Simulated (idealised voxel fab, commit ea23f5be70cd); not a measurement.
Process module in this document: voxel double patterning
Section shown: cut. Width: 275 nm. Cell size: 5 nm, square.
Heads up, the way a cross-section reads in here is a grid of square cells, handed over as bands from the top down, with every band being one or more rows of cells.
Heights first: top, then bottom, in nm. Then materials, left to right, each with a width in nm. "everywhere" on a single material: fills the band edge to edge. "air": empty space.
A quick word on heights: they are counted from 0, and under that level the wafer as it came to us is one material throughout. The lowest band is different from the rest in having no bottom; it simply continues downward, written as in "0 and below".
Per-row width for "30..40": begins at first number (top row of band), ends at second number (bottom row), increment between rows held constant.
For the purposes of this document, the phrase "no alteration" attached to a step denotes that no cell within the cross-section was modified by that step.
In "Unvented internal voids" the enclosed voids are listed, meaning empty spaces of 8 cells or larger without any opening to the top. The form is width x height at distance, distance from the left edge, units nm.
The remark found on a step's line after its settings is issued by the simulator itself and pertains to that step.
"overlay nm" denotes, for a step that has a mask, the displacement of the mask to the right of its planned place, with negative values corresponding to the left.
# Planned step list for the process
1) RECEIVE [material Si]
2) CONFORMAL_DEP [material SiO2] [thk nm 10]
3) DIRECTIONAL_DEP [material polySi] [thk nm 15]
4) DIRECTIONAL_DEP [material SiCN] [thk nm 5]
5) MASKED_ETCH [tone open] [mask id FIRST] [width nm 15] [pitch nm 50] [etch materials SiCN] [depth nm 5] [overlay nm 0]
6) DIRECTIONAL_DEP [material aC] [thk nm 10]
7) PATTERN [tone open] [mask id SECOND] [material resist] [width nm 15] [pitch nm 50] [thk nm 25] [overlay nm 0]
8) DIRECTIONAL_ETCH [etch materials aC] [depth nm 10]
9) STRIP [etch materials resist]
10) DIRECTIONAL_ETCH [etch materials SiCN] [depth nm 5]
11) STRIP [etch materials aC]
12) DIRECTIONAL_ETCH [etch materials polySi] [depth nm 15]
13) STRIP [etch materials SiCN]
# As-received state of the wafer in cross-section, equivalent to post-step 1
- 0 and below: Si everywhere
- Unvented internal voids: none
# Sectioned view, first of two wafers, at the close of the module, processed as intended in the plan
- 25 down to 10: 80 of polySi / 15 of air / 10 of polySi / 15 of air / 10 of polySi / 15 of air / 10 of polySi / 15 of air / 10 of polySi / 15 of air / 80 of polySi
- 10 down to 0: SiO2 everywhere
- 0 and below: Si everywhere
- Unvented internal voids: none
# This cross-section belongs to the second wafer of two at the end of the module; the start and the plan were shared with the first, and the run included one mistake
- 40 down to 25: 80 of polySi / 15 of air / 10 of polySi / 15 of air / 10 of polySi / 15 of air / 10 of polySi / 15 of air / 10 of polySi / 15 of air / 80 of polySi
- 25 down to 10: polySi everywhere
- 10 down to 0: SiO2 everywhere
- 0 and below: Si everywhere
- Unvented internal voids: none
Deviation noted in wafer processing: twice over, step 3 of the plan was run
Bottom line after processing is that, in cells, the second wafer is up or down on some materials versus the first: +165 polySi
